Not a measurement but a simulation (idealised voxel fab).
Process module under the name voxel lift off
Square cell edge 5 nm, section width 175 nm, ID cut.
Cross-section spec: square-cell grid; bands listed top down; each band is one or more rows. The entry gives the band's vertical extent as a top height and a bottom height in nm, then its horizontal make-up as materials from left to right, each with a width in nm. "blank" stands for empty space; a single material marked "all across" fills the band edge to edge. Where do heights start? At 0: under that level the wafer as delivered is made of one material only. And the lowest band has no floor; it just carries on downward, as in "0 -> down". Read "30 to 40" as a graded width: first number on top, second number at the bottom, same change between each pair of neighbouring rows. For the purposes of this document, the phrase "remained the same" attached to a step denotes that no cell within the cross-section was modified by that step. Empty spaces counting at least 8 cells and having no open way to the top are listed in "Enclosed internal voids". The notation width x height at distance is used for each, the distance being from the left edge and all three values in nm. Note: text after step settings on the step line = simulator remark on that step. overlay nm: right-of-plan distance of the mask on a masked step; negative values mean left-of-plan.
**Intended process steps**
1: RECEIVE: material Si
2: CONFORMAL_DEP: material SiN, thk nm 10
3: PATTERN: tone open, mask id LINES, material resist, width nm 15, pitch nm 45, thk nm 20, overlay nm 0
4: DIRECTIONAL_DEP: material Ru, thk nm 10
5: STRIP: etch materials resist
6: CONFORMAL_DEP: material SiN, thk nm 5
**Wafer as received: cross-section following step 1**
- 0 -> down | Si all across
- Enclosed internal voids: none
**End-of-module cross-section of the first of two wafers, processed as planned**
- 25 -> 20 | blank (30), then SiN (25), then blank (20), then SiN (25), then blank (20), then SiN (25), then blank (30)
- 20 -> 15 | blank (30), then SiN (5), then Ru (15), then SiN (5), then blank (20), then SiN (5), then Ru (15), then SiN (5), then blank (20), then SiN (5), then Ru (15), then SiN (5), then blank (30)
- 15 -> 10 | SiN (35), then Ru (15), then SiN (30), then Ru (15), then SiN (30), then Ru (15), then SiN (35)
- 10 -> 0 | SiN all across
- 0 -> down | Si all across
- Enclosed internal voids: none
**Second of two wafers, module complete, sectioned: it shares the first wafer's start and plan but was run with one mistake**
- 25 -> 15 | blank (30), then Ru (25), then blank (20), then Ru (25), then blank (20), then Ru (25), then blank (30)
- 15 -> 10 | Ru all across
- 10 -> 0 | SiN all across
- 0 -> down | Si all across
- Enclosed internal voids: none
Deviation from plan: so step 6 ended up running with a different setting than we planned, it ran as CONFORMAL_DEP: material Ru, thk nm 5
End of process, cell counts, second wafer against first, materials with more or fewer: 47 more of Ru; 47 fewer of SiN
